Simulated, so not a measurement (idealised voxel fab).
Process module under the name voxel released beams
cross-section cut | 210 nm wide | cells 5 nm
Just so we're on the same page, the cross-sections are grids of square cells, and they're listed out in bands top to bottom, each band one or more rows deep. Within each band entry, the heights of the top and of the bottom of the band appear first, in that order and in nm; the materials of the band then follow from left to right, each with its corresponding width in nm. The designation "everywhere" on a single material indicates that it fills the band from edge to edge; the designation "air" indicates empty space. Heights are expressed relative to 0, this being the level below which the as-received wafer comprises one material exclusively. The lowest band is unbounded in the downward direction and is denoted as in "0 down". Quick explanation for "30..40": the width changes in equal steps down the rows of cells, from the first number in the band's top row to the second number in its bottom row. "remained the same" (step): cross-section cells unchanged, all of them. Closed-off voids of 8+ cells (no open route to the top) go in "Enclosed void listing", written width x height at distance from the left edge, in nm. The remark found on a step's line after its settings is issued by the simulator itself and pertains to that step. A step's line can hold "overlay nm"; with a mask on that step, the setting says how far right of the planned place the mask lay, while a negative setting says it lay to the left.

# Steps in the process plan
1: RECEIVE [material Si]
2: CONFORMAL_DEP [material SiN] [thk nm 10]
3: DIRECTIONAL_DEP [material SiO2] [thk nm 15]
4: DIRECTIONAL_DEP [material aC] [thk nm 15]
5: PATTERN [tone open] [mask id ANCHOR] [material resist] [width nm 45] [thk nm 30] [overlay nm 0]
6: DIRECTIONAL_ETCH [etch materials aC] [depth nm 15]
7: STRIP [etch materials resist]
8: DIRECTIONAL_ETCH [etch materials SiO2] [depth nm 15]
9: STRIP [etch materials aC]
10: CONFORMAL_DEP [material W] [thk nm 15]
11: DIRECTIONAL_DEP [material aC] [thk nm 15]
12: PATTERN [tone cover] [mask id BEAM] [material resist] [width nm 120] [thk nm 35] [overlay nm 0]
13: DIRECTIONAL_ETCH [etch materials aC] [depth nm 15]
14: STRIP [etch materials resist]
15: DIRECTIONAL_ETCH [etch materials W] [depth nm 15]
16: STRIP [etch materials aC]
17: STRIP [etch materials SiO2]

# Cross-section of the wafer as it came to us, i.e., already through step 1
- 0 down = Si everywhere
- Enclosed void listing: none

# Look at the cross-section after the module: the wafer started out the way shown above and the plan was the one shown above, yet one mistake was made along the way
- 40 to 25 = air (40); W (65); air (105)
- 25 to 10 = air (30); W (15); SiO2 (45); W (70); air (50)
- 10 to 0 = SiN everywhere
- 0 down = Si everywhere
- Enclosed void listing: none
Here's what went sideways: step 5 was processed under conditions differing from the plan, specifically as PATTERN [tone cover] [mask id ANCHOR] [material resist] [width nm 45] [thk nm 30] [overlay nm 0]
